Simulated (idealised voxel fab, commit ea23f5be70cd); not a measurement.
A process module follows: voxel tone inversion.
Square cells of 5 nm make up the cross-section cut, whose width is 145 nm.
A cross-section in this document is a grid of square cells, and it is written down as bands, the top band listed before the ones below it; a band is made up of one or more rows of cells. Per band: top height and bottom height in nm, followed by the left-to-right materials and their widths in nm; "throughout" marks a single material spanning edge to edge, "blank" marks empty space. Beneath 0, the wafer as received is one material, and that level is where height counting begins. The lowest band goes on downward without a bottom; it is written like "0 -> down". Per-row width for "30..40": begins at first number (top row of band), ends at second number (bottom row), increment between rows held constant. For the purposes of this document, the phrase "stayed the same" attached to a step denotes that no cell within the cross-section was modified by that step. What "Completely enclosed voids" gives you is every empty space of 8 cells or more that is cut off from the top. Each appears as width x height at distance, with the distance taken from the left edge and width, height and distance all in nm. The remark found on a step's line after its settings is issued by the simulator itself and pertains to that step. overlay nm: how far to the right of its planned place the mask lay on this masked step (negative: to the left).

HERE'S WHAT THE PLANNED PROCESS STEPS LOOK LIKE
1,RECEIVE [material Si]
2,CONFORMAL_DEP [material SiCN] [thk nm 10]
3,DIRECTIONAL_DEP [material aC] [thk nm 15]
4,PATTERN [tone cover] [mask id POSTS] [material resist] [width nm 15] [pitch nm 30] [thk nm 20] [overlay nm 0]
5,DIRECTIONAL_ETCH [etch materials aC] [depth nm 15]
6,STRIP [etch materials resist]
7,FILL_DEP [material SiO2] [thk nm 5]
8,CMP [height nm 25]
9,STRIP [etch materials aC]
10,CONFORMAL_DEP [material TiN] [thk nm 5]
11,FILL_DEP [material Ru] [thk nm 5]
12,CMP [height nm 25]
13,CONFORMAL_DEP [material SiCN] [thk nm 5]

FIRST OF THE TWO WAFERS, RUN PER PLAN

SHOWN IN CROSS-SECTION IS THE WAFER AS RECEIVED, THAT IS, AS IT STANDS AFTER STEP 1
- 0 -> down = Si throughout
- Completely enclosed voids: none

THE WAFER IN CROSS-SECTION ONCE STEP 2 IS COMPLETE
- 10 -> 0 = SiCN throughout
- Whatever lies below 0 is exactly as it was before.

THE WAFER IN CROSS-SECTION ONCE STEP 3 IS COMPLETE
- 25 -> 10 = aC throughout
- Whatever lies below 10 is exactly as it was before.

THE WAFER IN CROSS-SECTION ONCE STEP 4 IS COMPLETE
- 45 -> 25 = blank 20; resist 15; blank 15; resist 15; blank 15; resist 15; blank 15; resist 15; blank 20
- Whatever lies below 25 is exactly as it was before.

THE WAFER IN CROSS-SECTION ONCE STEP 5 IS COMPLETE
- 30 -> 25 = blank 20; resist 15; blank 15; resist 15; blank 15; resist 15; blank 15; resist 15; blank 20
- 25 -> 10 = blank 20; aC 15; blank 15; aC 15; blank 15; aC 15; blank 15; aC 15; blank 20
- Whatever lies below 10 is exactly as it was before.

THE WAFER IN CROSS-SECTION ONCE STEP 6 IS COMPLETE
- 25 -> 10 = blank 20; aC 15; blank 15; aC 15; blank 15; aC 15; blank 15; aC 15; blank 20
- Whatever lies below 10 is exactly as it was before.

THE WAFER IN CROSS-SECTION ONCE STEP 7 IS COMPLETE
- 30 -> 25 = SiO2 throughout
- 25 -> 10 = SiO2 20; aC 15; SiO2 15; aC 15; SiO2 15; aC 15; SiO2 15; aC 15; SiO2 20
- Whatever lies below 10 is exactly as it was before.

THE WAFER IN CROSS-SECTION ONCE STEP 8 IS COMPLETE
- 25 -> 10 = SiO2 20; aC 15; SiO2 15; aC 15; SiO2 15; aC 15; SiO2 15; aC 15; SiO2 20
- Whatever lies below 10 is exactly as it was before.

THE WAFER IN CROSS-SECTION ONCE STEP 9 IS COMPLETE
- 25 -> 10 = SiO2 20; blank 15; SiO2 15; blank 15; SiO2 15; blank 15; SiO2 15; blank 15; SiO2 20
- Whatever lies below 10 is exactly as it was before.

THE WAFER IN CROSS-SECTION ONCE STEP 10 IS COMPLETE
- 30 -> 25 = TiN 25; blank 5; TiN 25; blank 5; TiN 25; blank 5; TiN 25; blank 5; TiN 25
- 25 -> 15 = SiO2 20; TiN 5; blank 5; TiN 5; SiO2 15; TiN 5; blank 5; TiN 5; SiO2 15; TiN 5; blank 5; TiN 5; SiO2 15; TiN 5; blank 5; TiN 5; SiO2 20
- 15 -> 10 = SiO2 20; TiN 15; SiO2 15; TiN 15; SiO2 15; TiN 15; SiO2 15; TiN 15; SiO2 20
- Whatever lies below 10 is exactly as it was before.

THE WAFER IN CROSS-SECTION ONCE STEP 11 IS COMPLETE
- 35 -> 30 = Ru throughout
- 30 -> 25 = TiN 25; Ru 5; TiN 25; Ru 5; TiN 25; Ru 5; TiN 25; Ru 5; TiN 25
- 25 -> 15 = SiO2 20; TiN 5; Ru 5; TiN 5; SiO2 15; TiN 5; Ru 5; TiN 5; SiO2 15; TiN 5; Ru 5; TiN 5; SiO2 15; TiN 5; Ru 5; TiN 5; SiO2 20
- Whatever lies below 15 is exactly as it was before.

THE WAFER IN CROSS-SECTION ONCE STEP 12 IS COMPLETE
- 25 -> 15 = SiO2 20; TiN 5; Ru 5; TiN 5; SiO2 15; TiN 5; Ru 5; TiN 5; SiO2 15; TiN 5; Ru 5; TiN 5; SiO2 15; TiN 5; Ru 5; TiN 5; SiO2 20
- Whatever lies below 15 is exactly as it was before.

THE WAFER IN CROSS-SECTION ONCE STEP 13 IS COMPLETE
- 30 -> 25 = SiCN throughout
- Whatever lies below 25 is exactly as it was before.

IT IS TO BE NOTED THAT THE SECOND WAFER PROCEEDED FROM THE SAME INITIAL STATE AND ACCORDING TO THE SAME PLAN AS THE FIRST, ALTHOUGH ONE MISTAKE WAS COMMITTED IN ITS EXECUTION; THROUGH STEP 6, INCLUSIVE, THE TWO WAFERS SHARE AN IDENTICAL HISTORY

THE SECOND WAFER IN CROSS-SECTION, AT THE PLANNED CLOSE OF STEP 7
- 30 -> 25 = Ru throughout
- 25 -> 10 = Ru 20; aC 15; Ru 15; aC 15; Ru 15; aC 15; Ru 15; aC 15; Ru 20
- Whatever lies below 10 is exactly as it was before.

THE SECOND WAFER IN CROSS-SECTION, AT THE PLANNED CLOSE OF STEP 8
- 25 -> 10 = Ru 20; aC 15; Ru 15; aC 15; Ru 15; aC 15; Ru 15; aC 15; Ru 20
- Whatever lies below 10 is exactly as it was before.

THE SECOND WAFER IN CROSS-SECTION, AT THE PLANNED CLOSE OF STEP 9
- 25 -> 10 = Ru 20; blank 15; Ru 15; blank 15; Ru 15; blank 15; Ru 15; blank 15; Ru 20
- Whatever lies below 10 is exactly as it was before.

THE SECOND WAFER IN CROSS-SECTION, AT THE PLANNED CLOSE OF STEP 10
- 30 -> 25 = TiN 25; blank 5; TiN 25; blank 5; TiN 25; blank 5; TiN 25; blank 5; TiN 25
- 25 -> 15 = Ru 20; TiN 5; blank 5; TiN 5; Ru 15; TiN 5; blank 5; TiN 5; Ru 15; TiN 5; blank 5; TiN 5; Ru 15; TiN 5; blank 5; TiN 5; Ru 20
- 15 -> 10 = Ru 20; TiN 15; Ru 15; TiN 15; Ru 15; TiN 15; Ru 15; TiN 15; Ru 20
- Whatever lies below 10 is exactly as it was before.

THE SECOND WAFER IN CROSS-SECTION, AT THE PLANNED CLOSE OF STEP 11
- 35 -> 30 = Ru throughout
- 30 -> 25 = TiN 25; Ru 5; TiN 25; Ru 5; TiN 25; Ru 5; TiN 25; Ru 5; TiN 25
- 25 -> 15 = Ru 20; TiN 5; Ru 5; TiN 5; Ru 15; TiN 5; Ru 5; TiN 5; Ru 15; TiN 5; Ru 5; TiN 5; Ru 15; TiN 5; Ru 5; TiN 5; Ru 20
- Whatever lies below 15 is exactly as it was before.

THE SECOND WAFER IN CROSS-SECTION, AT THE PLANNED CLOSE OF STEP 12
- 25 -> 15 = Ru 20; TiN 5; Ru 5; TiN 5; Ru 15; TiN 5; Ru 5; TiN 5; Ru 15; TiN 5; Ru 5; TiN 5; Ru 15; TiN 5; Ru 5; TiN 5; Ru 20
- Whatever lies below 15 is exactly as it was before.

THE SECOND WAFER IN CROSS-SECTION, AT THE PLANNED CLOSE OF STEP 13
- 30 -> 25 = SiCN throughout
- Whatever lies below 25 is exactly as it was before.
Error vs. plan: contrary to plan, step 7 was performed as FILL_DEP [material Ru] [thk nm 5]
End check, counted in cells, second wafer has more or fewer of these materials than the first: 51 more of Ru; 51 fewer of SiO2
